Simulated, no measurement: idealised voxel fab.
process module | voxel self aligned contacts
cross-section cut | 145 nm wide | cells 5 nm
A cross-section is a grid of square cells, given in bands from the top down. A band is one or more rows of cells.
Each band's line starts with the height of the band's top and of its bottom, in nm. Then come its materials from left to right, each with its width in nm. One material with "throughout" fills the band from edge to edge. "air" is empty space.
Height 0 is the level under which the wafer as received is all one material. The lowest band goes on downwards, as in "0 down".
A width such as "30 to 40" changes by the same amount from each row of cells to the next, from the band's top row to its bottom row.
"no change" after a step means that no cell of the cross-section changed.
closed voids: empty space of 8 cells or more with no open way to the top, each as width x height at its distance from the left edge, in nm
after a step's settings: what the simulator itself notes on the step
overlay nm, on a step with a mask: how far to the right of its planned place the mask lay; to the left if negative
plan
1 op RECEIVE | material Si
2 op OXIDIZE | depth nm 5
3 op DIRECTIONAL_DEP | material polySi | thk nm 20
4 op DIRECTIONAL_DEP | material SiN | thk nm 15
5 op DIRECTIONAL_DEP | material aC | thk nm 10
6 op PATTERN | tone cover | mask id GATE | material resist | width nm 35 | pitch nm 60 | thk nm 30 | overlay nm 0
7 op DIRECTIONAL_ETCH | etch materials aC | depth nm 10
8 op STRIP | etch materials resist
9 op DIRECTIONAL_ETCH | etch materials SiN | depth nm 15
10 op DIRECTIONAL_ETCH | etch materials polySi | depth nm 20
11 op STRIP | etch materials aC
12 op CONFORMAL_DEP | material SiN | thk nm 5
13 op DIRECTIONAL_ETCH | etch materials SiN | depth nm 5
14 op FILL_DEP | material SiO2 | thk nm 15
15 op CMP | height nm 40
16 op MASKED_ETCH | tone open | mask id CONTACT | width nm 35 | etch materials SiO2 | depth nm 45 | overlay nm 0
17 op CONFORMAL_DEP | material TiN | thk nm 5
18 op FILL_DEP | material Ru | thk nm 5
19 op CMP | height nm 40
20 op CONFORMAL_DEP | material SiN | thk nm 5
as received, after step 1
  0 down: Si throughout
  closed voids: none
a wafer at the end: this start, this plan, one mistake
  45 to 40: SiO2 throughout
  40 to 35: SiO2 55 | TiN 15 | Ru 5 | TiN 15 | SiO2 55
  35 to 20: SiO2 20 | SiN 45 | TiN 5 | Ru 5 | TiN 5 | SiN 45 | SiO2 20
  20 to 0: SiO2 20 | SiN 5 | polySi 35 | SiN 5 | TiN 5 | Ru 5 | TiN 5 | SiN 5 | polySi 35 | SiN 5 | SiO2 20
  0 to -5: SiO2 65 | TiN 15 | SiO2 65
  -5 down: Si throughout
  closed voids: none
what went wrong: step 20 ran as: op CONFORMAL_DEP | material SiO2 | thk nm 5
